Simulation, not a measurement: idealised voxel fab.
Title: Process Module voxel quadruple lines
Square cells of 5 nm make up the cross-section cut, whose width is 290 nm.
Reading order for cross-sections: top band down to bottom band. Underlying form: a grid of square cells. Band size: one or more rows of cells.
Top, bottom (nm), then materials left to right with widths (nm); lone material tagged "edge to edge" fills the whole band edge to edge; "blank" = empty space.
Height 0 is the level under which the wafer as received is all one material. The lowest band goes on downwards, as in "0 down".
It should be noted that a width expressed as "30->40" varies in equal increments from row to row of cells within the band, taking the value of the first number at the top row and that of the second number at the bottom row.
No cell of the cross-section changed in a step that is given as "remains unaltered".
Enclosed voids: empty space of 8 cells or more with no open way to the top, each as width x height at its distance from the left edge, in nm
Whatever follows a step's settings on its line is a remark the simulator itself makes about that step.
The optional step-line setting "overlay nm" applies to steps with a mask and quantifies how far to the right of its planned location the mask lay, a negative value indicating leftward placement.
Set out below are the planned steps of the process
1,RECEIVE [material Si]
2,CONFORMAL_DEP [material Al2O3] [thk nm 5]
3,DIRECTIONAL_DEP [material W] [thk nm 10]
4,DIRECTIONAL_DEP [material polySi] [thk nm 15]
5,DIRECTIONAL_DEP [material aC] [thk nm 20]
6,PATTERN [tone cover] [mask id MANDREL] [material resist] [width nm 35] [pitch nm 100] [thk nm 30] [overlay nm 0]
7,DIRECTIONAL_ETCH [etch materials aC] [depth nm 20]
8,STRIP [etch materials resist]
9,CONFORMAL_DEP [material SiO2] [thk nm 15]
10,DIRECTIONAL_ETCH [etch materials SiO2] [depth nm 15]
11,STRIP [etch materials aC]
12,DIRECTIONAL_ETCH [etch materials polySi] [depth nm 15]
13,STRIP [etch materials SiO2]
14,CONFORMAL_DEP [material SiCN] [thk nm 10]
15,DIRECTIONAL_ETCH [etch materials SiCN] [depth nm 10]
16,STRIP [etch materials polySi]
17,DIRECTIONAL_ETCH [etch materials W] [depth nm 10]
18,STRIP [etch materials SiCN]
19,FILL_DEP [material SiO2] [thk nm 5]
20,CMP [height nm 15]
The following pertains to the first of two wafers, which was processed as planned
Cross-section, incoming material, after step 1
- 0 down = Si edge to edge
- Enclosed voids: none
You're looking at a cross-section of the wafer after step 2
- 5 to 0 = Al2O3 edge to edge
- Below a height of 0, the structure has not been altered.
You're looking at a cross-section of the wafer after step 3
- 15 to 5 = W edge to edge
- Below a height of 5, the structure has not been altered.
You're looking at a cross-section of the wafer after step 4
- 30 to 15 = polySi edge to edge
- Below a height of 15, the structure has not been altered.
You're looking at a cross-section of the wafer after step 5
- 50 to 30 = aC edge to edge
- Below a height of 30, the structure has not been altered.
You're looking at a cross-section of the wafer after step 6
- 80 to 50 = blank=75, resist=35, blank=65, resist=35, blank=80
- Below a height of 50, the structure has not been altered.
You're looking at a cross-section of the wafer after step 7
- 60 to 50 = blank=75, resist=35, blank=65, resist=35, blank=80
- 50 to 30 = blank=75, aC=35, blank=65, aC=35, blank=80
- Below a height of 30, the structure has not been altered.
You're looking at a cross-section of the wafer after step 8
- 50 to 30 = blank=75, aC=35, blank=65, aC=35, blank=80
- Below a height of 30, the structure has not been altered.
You're looking at a cross-section of the wafer after step 9
- 65 to 50 = blank=60, SiO2=65, blank=35, SiO2=65, blank=65
- 50 to 45 = blank=60, SiO2=15, aC=35, SiO2=15, blank=35, SiO2=15, aC=35, SiO2=15, blank=65
- 45 to 30 = SiO2=75, aC=35, SiO2=65, aC=35, SiO2=80
- Below a height of 30, the structure has not been altered.
You're looking at a cross-section of the wafer after step 10
- 50 to 30 = blank=60, SiO2=15, aC=35, SiO2=15, blank=35, SiO2=15, aC=35, SiO2=15, blank=65
- Below a height of 30, the structure has not been altered.
You're looking at a cross-section of the wafer after step 11
- 50 to 30 = blank=60, SiO2=15, blank=35, SiO2=15, blank=35, SiO2=15, blank=35, SiO2=15, blank=65
- Below a height of 30, the structure has not been altered.
You're looking at a cross-section of the wafer after step 12
- 50 to 30 = blank=60, SiO2=15, blank=35, SiO2=15, blank=35, SiO2=15, blank=35, SiO2=15, blank=65
- 30 to 15 = blank=60, polySi=15, blank=35, polySi=15, blank=35, polySi=15, blank=35, polySi=15, blank=65
- Below a height of 15, the structure has not been altered.
You're looking at a cross-section of the wafer after step 13
- 30 to 15 = blank=60, polySi=15, blank=35, polySi=15, blank=35, polySi=15, blank=35, polySi=15, blank=65
- Below a height of 15, the structure has not been altered.
You're looking at a cross-section of the wafer after step 14
- 40 to 30 = blank=50, SiCN=35, blank=15, SiCN=35, blank=15, SiCN=35, blank=15, SiCN=35, blank=55
- 30 to 25 = blank=50, SiCN=10, polySi=15, SiCN=10, blank=15, SiCN=10, polySi=15, SiCN=10, blank=15, SiCN=10, polySi=15, SiCN=10, blank=15, SiCN=10, polySi=15, SiCN=10, blank=55
- 25 to 15 = SiCN=60, polySi=15, SiCN=35, polySi=15, SiCN=35, polySi=15, SiCN=35, polySi=15, SiCN=65
- Below a height of 15, the structure has not been altered.
You're looking at a cross-section of the wafer after step 15
- 30 to 15 = blank=50, SiCN=10, polySi=15, SiCN=10, blank=15, SiCN=10, polySi=15, SiCN=10, blank=15, SiCN=10, polySi=15, SiCN=10, blank=15, SiCN=10, polySi=15, SiCN=10, blank=55
- Below a height of 15, the structure has not been altered.
You're looking at a cross-section of the wafer after step 16
- 30 to 15 = blank=50, SiCN=10, blank=15, SiCN=10, blank=15, SiCN=10, blank=15, SiCN=10, blank=15, SiCN=10, blank=15, SiCN=10, blank=15, SiCN=10, blank=15, SiCN=10, blank=55
- Below a height of 15, the structure has not been altered.
You're looking at a cross-section of the wafer after step 17
- 30 to 15 = blank=50, SiCN=10, blank=15, SiCN=10, blank=15, SiCN=10, blank=15, SiCN=10, blank=15, SiCN=10, blank=15, SiCN=10, blank=15, SiCN=10, blank=15, SiCN=10, blank=55
- 15 to 5 = blank=50, W=10, blank=15, W=10, blank=15, W=10, blank=15, W=10, blank=15, W=10, blank=15, W=10, blank=15, W=10, blank=15, W=10, blank=55
- Below a height of 5, the structure has not been altered.
You're looking at a cross-section of the wafer after step 18
- 15 to 5 = blank=50, W=10, blank=15, W=10, blank=15, W=10, blank=15, W=10, blank=15, W=10, blank=15, W=10, blank=15, W=10, blank=15, W=10, blank=55
- Below a height of 5, the structure has not been altered.
You're looking at a cross-section of the wafer after step 19
- 20 to 15 = SiO2 edge to edge
- 15 to 5 = SiO2=50, W=10, SiO2=15, W=10, SiO2=15, W=10, SiO2=15, W=10, SiO2=15, W=10, SiO2=15, W=10, SiO2=15, W=10, SiO2=15, W=10, SiO2=55
- Below a height of 5, the structure has not been altered.
You're looking at a cross-section of the wafer after step 20
- 15 to 5 = SiO2=50, W=10, SiO2=15, W=10, SiO2=15, W=10, SiO2=15, W=10, SiO2=15, W=10, SiO2=15, W=10, SiO2=15, W=10, SiO2=15, W=10, SiO2=55
- Below a height of 5, the structure has not been altered.
For the second wafer, take the first wafer's start and plan, then add one mistake made in running it; everything through step 14, that step included, is shared with the first
X-section, second wafer, when step 15 was due to finish
- 30 to 20 = blank=60, polySi=15, blank=35, polySi=15, blank=35, polySi=15, blank=35, polySi=15, blank=65
- 20 to 15 = blank=50, SiCN=10, polySi=15, SiCN=10, blank=15, SiCN=10, polySi=15, SiCN=10, blank=15, SiCN=10, polySi=15, SiCN=10, blank=15, SiCN=10, polySi=15, SiCN=10, blank=55
- Below a height of 15, the structure has not been altered.
X-section, second wafer, when step 16 was due to finish
- 20 to 15 = blank=50, SiCN=10, blank=15, SiCN=10, blank=15, SiCN=10, blank=15, SiCN=10, blank=15, SiCN=10, blank=15, SiCN=10, blank=15, SiCN=10, blank=15, SiCN=10, blank=55
- Below a height of 15, the structure has not been altered.
X-section, second wafer, when step 17 was due to finish
- 20 to 15 = blank=50, SiCN=10, blank=15, SiCN=10, blank=15, SiCN=10, blank=15, SiCN=10, blank=15, SiCN=10, blank=15, SiCN=10, blank=15, SiCN=10, blank=15, SiCN=10, blank=55
- 15 to 5 = blank=50, W=10, blank=15, W=10, blank=15, W=10, blank=15, W=10, blank=15, W=10, blank=15, W=10, blank=15, W=10, blank=15, W=10, blank=55
- Below a height of 5, the structure has not been altered.
X-section, second wafer, when step 18 was due to finish
- 15 to 5 = blank=50, W=10, blank=15, W=10, blank=15, W=10, blank=15, W=10, blank=15, W=10, blank=15, W=10, blank=15, W=10, blank=15, W=10, blank=55
- Below a height of 5, the structure has not been altered.
X-section, second wafer, when step 19 was due to finish
- 20 to 15 = SiO2 edge to edge
- 15 to 5 = SiO2=50, W=10, SiO2=15, W=10, SiO2=15, W=10, SiO2=15, W=10, SiO2=15, W=10, SiO2=15, W=10, SiO2=15, W=10, SiO2=15, W=10, SiO2=55
- Below a height of 5, the structure has not been altered.
X-section, second wafer, when step 20 was due to finish
- 15 to 5 = SiO2=50, W=10, SiO2=15, W=10, SiO2=15, W=10, SiO2=15, W=10, SiO2=15, W=10, SiO2=15, W=10, SiO2=15, W=10, SiO2=15, W=10, SiO2=55
- Below a height of 5, the structure has not been altered.
Diagnosis: in the plan, step 15 was performed twice
Outcome: the two wafer cross-sections end up identical, and the model's computation is unaffected by the mistake.
